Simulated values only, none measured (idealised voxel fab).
voxel plated lines: a process module
The width of the displayed cross-section, cut, is 265 nm; its cells are square, with a size of 5 nm.
In what follows, cross-sections appear as grids of square cells, described through bands that run from the top down, where every band is one or more rows of cells. Heads up on the band format: heights come first, top then bottom, in nm. After that it's the materials left to right, each with its width in nm. A single material flagged "full width" fills the whole band edge to edge, and "empty" means there's empty space there. Where do heights start? At 0: under that level the wafer as delivered is made of one material only. And the lowest band has no floor; it just carries on downward, as in "0..down". The two numbers in a width such as "30->40" mark its ends across the band: the first belongs to the top row of cells, the second to the bottom row, and from each row to the next the width moves by the same amount. "nothing got changed", as given for a step, is the statement that not any cell of the cross-section underwent a change during that step. Enclosed empty spaces: empty space of 8 cells or more with no open way to the top, each as width x height at its distance from the left edge, in nm. Note: text after step settings on the step line = simulator remark on that step. overlay nm: right-of-plan distance of the mask on a masked step; negative values mean left-of-plan.

### plan
1 RECEIVE,material Si
2 CONFORMAL_DEP,material SiN,thk nm 10
3 DIRECTIONAL_DEP,material TiN,thk nm 5
4 PATTERN,tone open,mask id LINES,material resist,width nm 25,pitch nm 50,thk nm 15,overlay nm 0
5 EPI,material Ru,thk nm 10
6 STRIP,etch materials resist
7 DIRECTIONAL_ETCH,etch materials TiN,depth nm 5
8 CONFORMAL_DEP,material SiO2,thk nm 10

### What follows covers the first of two wafers; it ran as planned

### Incoming wafer in cross-section (state: after step 1)
> 0..down = Si full width
> Enclosed empty spaces: none

### Sectional view: wafer, after step 2
> 10..0 = SiN full width
> Below 0 it's all the same as before, nothing changed down there.

### Sectional view: wafer, after step 3
> 15..10 = TiN full width
> Below 10 it's all the same as before, nothing changed down there.

### Sectional view: wafer, after step 4
> 30..15 = resist (70), then empty (25), then resist (25), then empty (25), then resist (25), then empty (25), then resist (70)
> Below 15 it's all the same as before, nothing changed down there.

### Sectional view: wafer, after step 5
> 30..25 = resist (70), then empty (25), then resist (25), then empty (25), then resist (25), then empty (25), then resist (70)
> 25..15 = resist (70), then Ru (25), then resist (25), then Ru (25), then resist (25), then Ru (25), then resist (70)
> Below 15 it's all the same as before, nothing changed down there.

### Sectional view: wafer, after step 6
> 25..15 = empty (70), then Ru (25), then empty (25), then Ru (25), then empty (25), then Ru (25), then empty (70)
> Below 15 it's all the same as before, nothing changed down there.

### Sectional view: wafer, after step 7
> 25..15 = empty (70), then Ru (25), then empty (25), then Ru (25), then empty (25), then Ru (25), then empty (70)
> 15..10 = empty (70), then TiN (25), then empty (25), then TiN (25), then empty (25), then TiN (25), then empty (70)
> Below 10 it's all the same as before, nothing changed down there.

### Sectional view: wafer, after step 8
> 35..25 = empty (60), then SiO2 (45), then empty (5), then SiO2 (45), then empty (5), then SiO2 (45), then empty (60)
> 25..20 = empty (60), then SiO2 (10), then Ru (25), then SiO2 (10), then empty (5), then SiO2 (10), then Ru (25), then SiO2 (10), then empty (5), then SiO2 (10), then Ru (25), then SiO2 (10), then empty (60)
> 20..15 = SiO2 (70), then Ru (25), then SiO2 (25), then Ru (25), then SiO2 (25), then Ru (25), then SiO2 (70)
> 15..10 = SiO2 (70), then TiN (25), then SiO2 (25), then TiN (25), then SiO2 (25), then TiN (25), then SiO2 (70)
> Below 10 it's all the same as before, nothing changed down there.

### Notes, second wafer: start = first wafer's, plan = first wafer's, execution had one mistake; history identical to first through step 3

### Second wafer at the planned finish of step 4, seen in cross-section
> 30..15 = resist (75), then empty (25), then resist (25), then empty (25), then resist (25), then empty (25), then resist (65)
> Below 15 it's all the same as before, nothing changed down there.

### Second wafer at the planned finish of step 5, seen in cross-section
> 30..25 = resist (75), then empty (25), then resist (25), then empty (25), then resist (25), then empty (25), then resist (65)
> 25..15 = resist (75), then Ru (25), then resist (25), then Ru (25), then resist (25), then Ru (25), then resist (65)
> Below 15 it's all the same as before, nothing changed down there.

### Second wafer at the planned finish of step 6, seen in cross-section
> 25..15 = empty (75), then Ru (25), then empty (25), then Ru (25), then empty (25), then Ru (25), then empty (65)
> Below 15 it's all the same as before, nothing changed down there.

### Second wafer at the planned finish of step 7, seen in cross-section
> 25..15 = empty (75), then Ru (25), then empty (25), then Ru (25), then empty (25), then Ru (25), then empty (65)
> 15..10 = empty (75), then TiN (25), then empty (25), then TiN (25), then empty (25), then TiN (25), then empty (65)
> Below 10 it's all the same as before, nothing changed down there.

### Second wafer at the planned finish of step 8, seen in cross-section
> 35..25 = empty (65), then SiO2 (45), then empty (5), then SiO2 (45), then empty (5), then SiO2 (45), then empty (55)
> 25..20 = empty (65), then SiO2 (10), then Ru (25), then SiO2 (10), then empty (5), then SiO2 (10), then Ru (25), then SiO2 (10), then empty (5), then SiO2 (10), then Ru (25), then SiO2 (10), then empty (55)
> 20..15 = SiO2 (75), then Ru (25), then SiO2 (25), then Ru (25), then SiO2 (25), then Ru (25), then SiO2 (65)
> 15..10 = SiO2 (75), then TiN (25), then SiO2 (25), then TiN (25), then SiO2 (25), then TiN (25), then SiO2 (65)
> Below 10 it's all the same as before, nothing changed down there.
Misprocessing identified: contrary to plan, step 4 was performed as PATTERN,tone open,mask id LINES,material resist,width nm 25,pitch nm 50,thk nm 15,overlay nm 5
In the final comparison it is observed that the number of cells assigned to each material is identical for the two wafers, whereas their placement is not.
